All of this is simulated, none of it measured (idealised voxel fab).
process module | voxel local oxidation
It is cross-section cut that appears here, measuring 160 nm in width, its square cells being 5 nm in size.
We lay out every cross-section as a grid of square cells and spell it out in bands from the top down, where one band means one or more rows of cells. Read a band's entry like this: the first values are the height of its top and the height of its bottom in nm, and what follows is the sequence of materials from left to right, each with its width in nm. Note that "air" is empty space, and that a single material marked "throughout" reaches across the band from edge to edge. A quick word on heights: they are counted from 0, and under that level the wafer as it came to us is one material throughout. The lowest band is different from the rest in having no bottom; it simply continues downward, written as in "from 0 down". Note: "30 to 40" means the width goes from the first number (top row of the band) to the second number (bottom row) in equal steps per row of cells. For the purposes of this document, the phrase "remains unaltered" attached to a step denotes that no cell within the cross-section was modified by that step. For the entry "Closed void roster", the listed items are empty spaces with no open way to the top whose size is 8 cells or more; each item follows the pattern width x height at distance, where distance is from the left edge and all three are in nm. That trailing text on a step's line, after the settings, is the simulator's own remark on the step. What "overlay nm" on a step's line means: if the step has a mask, that mask lay this far to the right of its planned place, or, when the value is negative, to the left.

-- plan
1: RECEIVE: material Si
2: CONFORMAL_DEP: material SiO2, thk nm 5
3: CONFORMAL_DEP: material SiN, thk nm 15
4: PATTERN: tone cover, mask id ACTIVE, material resist, width nm 115, thk nm 20, overlay nm 0
5: DIRECTIONAL_ETCH: etch materials SiN, depth nm 15
6: STRIP: etch materials resist
7: SELECTIVE_ETCH: etch materials SiO2, depth nm 5
8: OXIDIZE: depth nm 15
9: STRIP: etch materials SiN

-- The cross-section here shows the wafer as received, i.e. in its state after step 1
- from 0 down  Si throughout
- Closed void roster: none

-- Cross-section, first of two wafers, end of module, run as planned
- from 5 to 0  air=25 / SiO2=105 / air=30
- from 0 to -15  SiO2=40 / Si=75 / SiO2=45
- from -15 down  Si throughout
- Closed void roster: none

-- Now the second wafer, cross-sectioned at the end of the module. Nothing different at the start, nothing different in the plan compared with the first, just one mistake when it was actually run
- from 5 to 0  air=20 / SiO2=115 / air=25
- from 0 to -15  SiO2=35 / Si=85 / SiO2=40
- from -15 down  Si throughout
- Closed void roster: none
Run error: step 4: run off-plan, actual operation and settings PATTERN: tone cover, mask id ACTIVE, material resist, width nm 125, thk nm 20, overlay nm 0
Final wafer comparison in cells, second versus first, more or fewer per material: Si: 6 more, SiO2: 4 fewer
